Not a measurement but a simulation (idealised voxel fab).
process module | voxel double patterning
cross-section cut | 225 nm wide | cells 5 nm
A cross-section is a grid of square cells, given in bands from the top down. A band is one or more rows of cells.
Each band's line starts with the height of the band's top and of its bottom, in nm. Then come its materials from left to right, each with its width in nm. One material with "throughout" fills the band from edge to edge. "air" is empty space.
Height 0 is the level under which the wafer as received is all one material. The lowest band goes on downwards, as in "0 down".
A width such as "30 to 40" changes by the same amount from each row of cells to the next, from the band's top row to its bottom row.
"no change" after a step means that no cell of the cross-section changed.
closed voids: empty space of 8 cells or more with no open way to the top, each as width x height at its distance from the left edge, in nm
after a step's settings: what the simulator itself notes on the step
overlay nm, on a step with a mask: how far to the right of its planned place the mask lay; to the left if negative
plan
1 op RECEIVE | material Si
2 op CONFORMAL_DEP | material SiO2 | thk nm 5
3 op DIRECTIONAL_DEP | material W | thk nm 20
4 op DIRECTIONAL_DEP | material SiCN | thk nm 10
5 op DIRECTIONAL_DEP | material aC | thk nm 15
6 op PATTERN | tone open | mask id FIRST | material resist | width nm 15 | pitch nm 50 | thk nm 35 | overlay nm 0
7 op DIRECTIONAL_ETCH | etch materials aC | depth nm 15
8 op STRIP | etch materials resist
9 op DIRECTIONAL_ETCH | etch materials SiCN | depth nm 10
10 op STRIP | etch materials aC
11 op DIRECTIONAL_DEP | material aC | thk nm 10
12 op PATTERN | tone open | mask id SECOND | material resist | width nm 15 | thk nm 25 | overlay nm 0
13 op DIRECTIONAL_ETCH | etch materials aC | depth nm 10
14 op STRIP | etch materials resist
15 op DIRECTIONAL_ETCH | etch materials SiCN | depth nm 10
16 op STRIP | etch materials aC
17 op DIRECTIONAL_ETCH | etch materials W | depth nm 20
18 op STRIP | etch materials SiCN
as received, after step 1
  0 down: Si throughout
  closed voids: none
a wafer at the end: this start, this plan, one mistake
  35 to 25: SiO2 throughout
  25 to 5: W throughout
  5 to 0: SiO2 throughout
  0 down: Si throughout
  closed voids: none
what went wrong: step 4 ran as: op DIRECTIONAL_DEP | material SiO2 | thk nm 10
